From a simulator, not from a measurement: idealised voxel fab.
process module | voxel released beams
cross-section cut | 245 nm wide | cells 5 nm
A cross-section is a grid of square cells, given in bands from the top down. A band is one or more rows of cells.
Each band's line starts with the height of the band's top and of its bottom, in nm. Then come its materials from left to right, each with its width in nm. One material with "throughout" fills the band from edge to edge. "air" is empty space.
Height 0 is the level under which the wafer as received is all one material. The lowest band goes on downwards, as in "0 down".
A width such as "30 to 40" changes by the same amount from each row of cells to the next, from the band's top row to its bottom row.
"no change" after a step means that no cell of the cross-section changed.
closed voids: empty space of 8 cells or more with no open way to the top, each as width x height at its distance from the left edge, in nm
after a step's settings: what the simulator itself notes on the step
overlay nm, on a step with a mask: how far to the right of its planned place the mask lay; to the left if negative
plan
1 op RECEIVE | material Si
2 op CONFORMAL_DEP | material SiN | thk nm 5
3 op DIRECTIONAL_DEP | material SiO2 | thk nm 10
4 op DIRECTIONAL_DEP | material aC | thk nm 15
5 op PATTERN | tone open | mask id ANCHOR | material resist | width nm 35 | thk nm 35 | overlay nm 0
6 op DIRECTIONAL_ETCH | etch materials aC | depth nm 15
7 op STRIP | etch materials resist
8 op DIRECTIONAL_ETCH | etch materials SiO2 | depth nm 10
9 op STRIP | etch materials aC
10 op CONFORMAL_DEP | material polySi | thk nm 15
11 op PATTERN | tone cover | mask id BEAM | material resist | width nm 110 | thk nm 15 | overlay nm 0
12 op DIRECTIONAL_ETCH | etch materials polySi | depth nm 15
13 op STRIP | etch materials resist
14 op STRIP | etch materials SiO2
first wafer, as planned
as received, after step 1
  0 down: Si throughout
  closed voids: none
after step 2
  5 to 0: SiN throughout
  below 0: unchanged
after step 3
  15 to 5: SiO2 throughout
  below 5: unchanged
after step 4
  30 to 15: aC throughout
  below 15: unchanged
after step 5
  65 to 30: resist 70 | air 35 | resist 140
  below 30: unchanged
after step 6
  50 to 30: resist 70 | air 35 | resist 140
  30 to 15: aC 70 | air 35 | aC 140
  below 15: unchanged
after step 7
  30 to 15: aC 70 | air 35 | aC 140
  below 15: unchanged
after step 8
  30 to 15: aC 70 | air 35 | aC 140
  15 to 5: SiO2 70 | air 35 | SiO2 140
  below 5: unchanged
after step 9
  15 to 5: SiO2 70 | air 35 | SiO2 140
  below 5: unchanged
after step 10
  30 to 20: polySi 85 | air 5 | polySi 155
  20 to 15: polySi throughout
  15 to 5: SiO2 70 | polySi 35 | SiO2 140
  below 5: unchanged
after step 11
  45 to 30: air 65 | resist 110 | air 70
  30 to 20: polySi 85 | resist 5 | polySi 155
  below 20: unchanged
after step 12
  45 to 30: air 65 | resist 110 | air 70
  30 to 20: air 65 | polySi 20 | resist 5 | polySi 85 | air 70
  20 to 15: air 65 | polySi 110 | air 70
  below 15: unchanged
after step 13
  30 to 20: air 65 | polySi 20 | air 5 | polySi 85 | air 70
  below 20: unchanged
after step 14
  30 to 20: air 65 | polySi 20 | air 5 | polySi 85 | air 70
  20 to 15: air 65 | polySi 110 | air 70
  15 to 5: air 70 | polySi 35 | air 140
  below 5: unchanged
second wafer: like start, like plan, one mistake. Through step 9 it matches the first wafer
when step 10 should have ended
  45 to 15: polySi throughout
  15 to 5: SiO2 70 | polySi 35 | SiO2 140
  below 5: unchanged
when step 11 should have ended
  60 to 45: air 65 | resist 110 | air 70
  below 45: unchanged
when step 12 should have ended
  60 to 45: air 65 | resist 110 | air 70
  45 to 30: air 65 | polySi 110 | air 70
  below 30: unchanged
when step 13 should have ended
  45 to 30: air 65 | polySi 110 | air 70
  below 30: unchanged
when step 14 should have ended: no change
what went wrong: step 10 was run twice
at the end the second wafer has, in cells: 84 more of SiO2 | 149 more of polySi
